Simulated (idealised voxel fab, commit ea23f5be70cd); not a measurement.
process module | voxel self aligned contacts
cross-section cut | 260 nm wide | cells 5 nm
A cross-section is a grid of square cells, given in bands from the top down. A band is one or more rows of cells.
Each band's line starts with the height of the band's top and of its bottom, in nm. Then come its materials from left to right, each with its width in nm. One material with "throughout" fills the band from edge to edge. "air" is empty space.
Height 0 is the level under which the wafer as received is all one material. The lowest band goes on downwards, as in "0 down".
A width such as "30 to 40" changes by the same amount from each row of cells to the next, from the band's top row to its bottom row.
"no change" after a step means that no cell of the cross-section changed.
closed voids: empty space of 8 cells or more with no open way to the top, each as width x height at its distance from the left edge, in nm
after a step's settings: what the simulator itself notes on the step
overlay nm, on a step with a mask: how far to the right of its planned place the mask lay; to the left if negative
plan
1 op RECEIVE | material Si
2 op OXIDIZE | depth nm 5
3 op DIRECTIONAL_DEP | material polySi | thk nm 20
4 op DIRECTIONAL_DEP | material SiN | thk nm 20
5 op PATTERN | tone cover | mask id GATE | material resist | width nm 35 | pitch nm 60 | thk nm 15 | overlay nm 0
6 op DIRECTIONAL_ETCH | etch materials SiN | depth nm 20
7 op DIRECTIONAL_ETCH | etch materials polySi | depth nm 20
8 op STRIP | etch materials resist
9 op CONFORMAL_DEP | material SiN | thk nm 5
10 op DIRECTIONAL_ETCH | etch materials SiN | depth nm 5
11 op FILL_DEP | material SiO2 | thk nm 15
12 op CMP | height nm 45
13 op PATTERN | tone open | mask id CONTACT | material resist | width nm 45 | thk nm 15 | overlay nm 0
14 op DIRECTIONAL_ETCH | etch materials SiO2 | depth nm 50
15 op STRIP | etch materials resist
16 op CONFORMAL_DEP | material TiN | thk nm 5
17 op FILL_DEP | material Ru | thk nm 5
18 op CMP | height nm 45
19 op CONFORMAL_DEP | material SiCN | thk nm 5
as received, after step 1
  0 down: Si throughout
  closed voids: none
a wafer at the end: this start, this plan, one mistake
  50 to 45: SiCN throughout
  45 to 40: SiO2 75 | SiN 45 | TiN 15 | SiN 45 | SiO2 80
  40 to 20: SiN throughout
  20 to 0: polySi throughout
  0 to -5: SiO2 throughout
  -5 down: Si throughout
  closed voids: none
what went wrong: step 4 was run twice
